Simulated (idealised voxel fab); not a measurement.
Module name: voxel ribs on slabs (process module)
Square cell edge 5 nm, section width 285 nm, ID cut.
Cross-section format: a grid of square cells, given as bands from top to bottom; each band is one or more rows of cells. Band: top and bottom heights (nm) first, top before bottom; then materials from left to right, widths in nm. "all across" marks a sole material filling the band edge to edge. "air" denotes empty space. A quick word on heights: they are counted from 0, and under that level the wafer as it came to us is one material throughout. The lowest band is different from the rest in having no bottom; it simply continues downward, written as in "0 and below". Top row gets the first number, bottom row gets the second, and each row in between changes by the same step: that is how a band width like "30 to 40" works. For the purposes of this document, the phrase "no alteration" attached to a step denotes that no cell within the cross-section was modified by that step. The list in "Completely sealed voids" covers empty spaces of 8 cells or more that cannot reach the top through any open way, and it gives each as width x height at distance; the distance is from the left edge, and width, height and distance are in nm. If you see something after the settings on a step's line, that's the simulator's own remark about that step. Steps that use a mask can have "overlay nm" on their line. It says how far the mask sat to the right of where it was meant to be. Negative means to the left.

PLAN
1 RECEIVE [material Si]
2 DIRECTIONAL_DEP [material SiO2] [thk nm 25]
3 DIRECTIONAL_DEP [material polySi] [thk nm 25]
4 PATTERN [tone cover] [mask id RIB] [material resist] [width nm 30] [thk nm 20] [overlay nm 0]
5 DIRECTIONAL_ETCH [etch materials polySi] [depth nm 5]
6 STRIP [etch materials resist]
7 PATTERN [tone cover] [mask id SLAB] [material resist] [width nm 90] [thk nm 15] [overlay nm 0]
8 DIRECTIONAL_ETCH [etch materials polySi] [depth nm 20]
9 STRIP [etch materials resist]
10 FILL_DEP [material SiO2] [thk nm 20]
11 CMP [height nm 65]
12 DIRECTIONAL_DEP [material W] [thk nm 10]
13 MASKED_ETCH [tone cover] [mask id HEATER] [width nm 40] [etch materials W] [depth nm 10] [overlay nm 0]
14 CONFORMAL_DEP [material SiO2] [thk nm 10]

RECEIVED-STATE CROSS-SECTION, REFLECTING COMPLETION OF STEP 1
  0 and below: Si all across
  Completely sealed voids: none

A WAFER AT THE END: THIS START, THIS PLAN, ONE MISTAKE
  85 down to 75: air: 110 | SiO2: 60 | air: 115
  75 down to 65: SiO2: 120 | W: 40 | SiO2: 125
  65 down to 50: SiO2 all across
  50 down to 45: SiO2: 130 | polySi: 20 | SiO2: 135
  45 down to 25: SiO2: 95 | polySi: 90 | SiO2: 100
  25 down to 0: SiO2 all across
  0 and below: Si all across
  Completely sealed voids: none
Error vs. plan: off-plan run, step 4, actual operation and settings PATTERN [tone cover] [mask id RIB] [material resist] [width nm 20] [thk nm 20] [overlay nm 0]
